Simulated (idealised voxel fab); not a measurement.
process module | voxel ribs on slabs
Cross-sectional view cut (width: 265 nm; square cell size: 5 nm).
Cross-section format: a grid of square cells, given as bands from top to bottom; each band is one or more rows of cells. The band entry comprises the height of the band's top followed by the height of its bottom, expressed in nm, and subsequently the band's materials from left to right, each stated together with its width in nm. Where a single material is marked with the word "edge to edge", that material fills the band from edge to edge. The word "blank" represents empty space. Heights are measured from 0, the level below which the as-received wafer is all one material; the lowest band has no bottom and continues downward, written as in "0..down". A width such as "30 to 40" changes by the same amount from each row of cells to the next, from the band's top row to its bottom row. The cross-section has no changed cell in any step marked "remained the same". Enclosed voids (no open way to top), threshold 8 cells or more, entry "Closed void register", notation width x height at distance, distance from left edge, nm. Heads up: the bit after the settings on a step's line is the simulator's remark on that step. If you see "overlay nm" on a step's line and that step has a mask, it's telling you how far right of where it was planned the mask ended up; a negative number means it went left instead.
THE FOLLOWING LIST GIVES THE PLANNED PROCESS STEPS
1: RECEIVE [material Si]
2: DIRECTIONAL_DEP [material SiO2] [thk nm 25]
3: DIRECTIONAL_DEP [material SiN] [thk nm 20]
4: MASKED_ETCH [tone cover] [mask id RIB] [width nm 20] [etch materials SiN] [depth nm 15] [overlay nm 0]
5: PATTERN [tone cover] [mask id SLAB] [material resist] [width nm 60] [thk nm 15] [overlay nm 0]
6: DIRECTIONAL_ETCH [etch materials SiN] [depth nm 5]
7: STRIP [etch materials resist]
8: FILL_DEP [material SiO2] [thk nm 30]
9: CMP [height nm 65]
10: DIRECTIONAL_DEP [material W] [thk nm 10]
11: PATTERN [tone cover] [mask id HEATER] [material resist] [width nm 30] [thk nm 20] [overlay nm -15]
12: DIRECTIONAL_ETCH [etch materials W] [depth nm 10]
13: STRIP [etch materials resist]
14: CONFORMAL_DEP [material SiO2] [thk nm 10]
Every wafer here starts from the same state; it is the step 11 overlay nm that distinguishes them, and the value the plan gives belongs to the first wafer.
AS-RECEIVED CROSS-SECTION, FIRST OF SEVERAL WAFERS, POST STEP 1
> 0..down  Si edge to edge
> Closed void register: none
HERE'S THE FIRST OF SEVERAL WAFERS IN CROSS-SECTION, END OF THE MODULE, AFTER THE LAST STEP, STEP 14
> 85..75  blank 90 nm, SiO2 50 nm, blank 125 nm
> 75..65  SiO2 100 nm, W 30 nm, SiO2 135 nm
> 65..45  SiO2 edge to edge
> 45..30  SiO2 120 nm, SiN 20 nm, SiO2 125 nm
> 30..25  SiO2 100 nm, SiN 60 nm, SiO2 105 nm
> 25..0  SiO2 edge to edge
> 0..down  Si edge to edge
> Closed void register: none
LAST WAFER AT THE END
> 85..75  blank 120 nm, SiO2 50 nm, blank 95 nm
> 75..65  SiO2 130 nm, W 30 nm, SiO2 105 nm
> 65..45  SiO2 edge to edge
> 45..30  SiO2 120 nm, SiN 20 nm, SiO2 125 nm
> 30..25  SiO2 100 nm, SiN 60 nm, SiO2 105 nm
> 25..0  SiO2 edge to edge
> 0..down  Si edge to edge
> Closed void register: none
FOR YOUR REFERENCE, THE TABLE IS ORGANIZED WITH A ROW PER WAFER; EACH ROW REFLECTS THE WAFER AT THE END OF THE MODULE, INDICATING FOR EACH MATERIAL THE CELLS GAINED (+) OR LOST (-) SINCE RECEIPT, AND THEREAFTER ITS CLOSED VOIDS
overlay nm -15 | +24 SiN | +779 SiO2 | +12 W | Closed void register: none
overlay nm -10 | +24 SiN | +779 SiO2 | +12 W | Closed void register: none
overlay nm -5 | +24 SiN | +779 SiO2 | +12 W | Closed void register: none
overlay nm 0 | +24 SiN | +779 SiO2 | +12 W | Closed void register: none
overlay nm 5 | +24 SiN | +779 SiO2 | +12 W | Closed void register: none
overlay nm 10 | +24 SiN | +779 SiO2 | +12 W | Closed void register: none
overlay nm 15 | +24 SiN | +779 SiO2 | +12 W | Closed void register: none
